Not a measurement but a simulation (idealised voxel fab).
process module | voxel wiring stack
cross-section cut | 215 nm wide | cells 5 nm
A cross-section is a grid of square cells, given in bands from the top down. A band is one or more rows of cells.
Each band's line starts with the height of the band's top and of its bottom, in nm. Then come its materials from left to right, each with its width in nm. One material with "throughout" fills the band from edge to edge. "air" is empty space.
Height 0 is the level under which the wafer as received is all one material. The lowest band goes on downwards, as in "0 down".
A width such as "30 to 40" changes by the same amount from each row of cells to the next, from the band's top row to its bottom row.
"no change" after a step means that no cell of the cross-section changed.
closed voids: empty space of 8 cells or more with no open way to the top, each as width x height at its distance from the left edge, in nm
after a step's settings: what the simulator itself notes on the step
overlay nm, on a step with a mask: how far to the right of its planned place the mask lay; to the left if negative
plan
1 op RECEIVE | material Si
2 op CONFORMAL_DEP | material SiO2 | thk nm 15
3 op CONFORMAL_DEP | material SiCN | thk nm 5
4 op DIRECTIONAL_DEP | material SiO2 | thk nm 25
5 op PATTERN | tone open | mask id METAL_1 | material resist | width nm 20 | pitch nm 45 | thk nm 15 | overlay nm 0
6 op DIRECTIONAL_ETCH | etch materials SiO2 | depth nm 25
7 op DIRECTIONAL_ETCH | etch materials SiCN | depth nm 5
8 op STRIP | etch materials resist
9 op CONFORMAL_DEP | material TiN | thk nm 5
10 op FILL_DEP | material W | thk nm 10
11 op CMP | height nm 45
12 op CONFORMAL_DEP | material SiCN | thk nm 5
13 op DIRECTIONAL_DEP | material lowk | thk nm 10
14 op PATTERN | tone open | mask id PLUG_1 | material resist | width nm 15 | pitch nm 90 | thk nm 20 | overlay nm 0
15 op DIRECTIONAL_ETCH | etch materials lowk | depth nm 10
16 op DIRECTIONAL_ETCH | etch materials SiCN | depth nm 5
17 op STRIP | etch materials resist
18 op CONFORMAL_DEP | material TiN | thk nm 5
19 op FILL_DEP | material Cu | thk nm 5
20 op CMP | height nm 60
21 op CONFORMAL_DEP | material SiCN | thk nm 5
22 op DIRECTIONAL_DEP | material lowk | thk nm 20
23 op DIRECTIONAL_DEP | material aC | thk nm 15
24 op PATTERN | tone open | mask id METAL_2 | material resist | width nm 20 | pitch nm 45 | thk nm 30 | overlay nm 0
25 op DIRECTIONAL_ETCH | etch materials aC | depth nm 15
26 op STRIP | etch materials resist
27 op DIRECTIONAL_ETCH | etch materials lowk | depth nm 20
28 op DIRECTIONAL_ETCH | etch materials SiCN | depth nm 5
29 op STRIP | etch materials aC
30 op CONFORMAL_DEP | material TiN | thk nm 5
31 op FILL_DEP | material Ru | thk nm 10
32 op CMP | height nm 85
33 op CONFORMAL_DEP | material SiCN | thk nm 5
34 op DIRECTIONAL_DEP | material SiO2 | thk nm 30
35 op PATTERN | tone open | mask id METAL_3 | material resist | width nm 20 | pitch nm 45 | thk nm 20 | overlay nm 0
36 op DIRECTIONAL_ETCH | etch materials SiO2 | depth nm 20
37 op STRIP | etch materials resist
38 op MASKED_ETCH | tone open | mask id METAL_3_HOLES | width nm 15 | pitch nm 90 | etch materials SiO2 | depth nm 10 | overlay nm 0
39 op MASKED_ETCH | tone open | mask id METAL_3_HOLES | width nm 15 | pitch nm 90 | etch materials SiCN | depth nm 5 | overlay nm 0
40 op CONFORMAL_DEP | material TiN | thk nm 5
41 op FILL_DEP | material Cu | thk nm 5
42 op CMP | height nm 120
43 op CONFORMAL_DEP | material SiCN | thk nm 5
as received, after step 1
  0 down: Si throughout
  closed voids: none
a wafer at the end: this start, this plan, one mistake
  125 to 120: SiCN throughout
  120 to 105: SiO2 50 | TiN 5 | Cu 10 | TiN 5 | SiO2 25 | TiN 5 | Cu 10 | TiN 5 | SiO2 25 | TiN 5 | Cu 10 | TiN 5 | SiO2 55
  105 to 100: SiO2 50 | TiN 5 | Cu 5 | TiN 10 | SiO2 25 | TiN 20 | SiO2 25 | TiN 5 | Cu 5 | TiN 10 | SiO2 55
  100 to 90: SiO2 50 | TiN 5 | Cu 5 | TiN 5 | SiO2 75 | TiN 5 | Cu 5 | TiN 5 | SiO2 60
  90 to 85: SiCN 50 | TiN 15 | SiCN 75 | TiN 15 | SiCN 60
  85 to 65: lowk 50 | TiN 5 | Ru 10 | TiN 5 | lowk 25 | TiN 5 | Ru 10 | TiN 5 | lowk 25 | TiN 5 | Ru 10 | TiN 5 | lowk 55
  65 to 60: SiCN 50 | TiN 20 | SiCN 25 | TiN 20 | SiCN 25 | TiN 20 | SiCN 55
  60 to 50: lowk 50 | TiN 5 | Cu 5 | TiN 5 | lowk 75 | TiN 5 | Cu 5 | TiN 5 | lowk 60
  50 to 45: SiCN 50 | TiN 15 | SiCN 75 | TiN 15 | SiCN 60
  45 to 25: SiO2 50 | TiN 5 | W 10 | TiN 5 | SiO2 25 | TiN 5 | W 10 | TiN 5 | SiO2 25 | TiN 5 | W 10 | TiN 5 | SiO2 55
  25 to 20: SiO2 50 | TiN 20 | SiO2 25 | TiN 20 | SiO2 25 | TiN 20 | SiO2 55
  20 to 5: SiO2 throughout
  5 to 0: SiCN throughout
  0 down: Si throughout
  closed voids: none
what went wrong: steps 2 and 3 were swapped
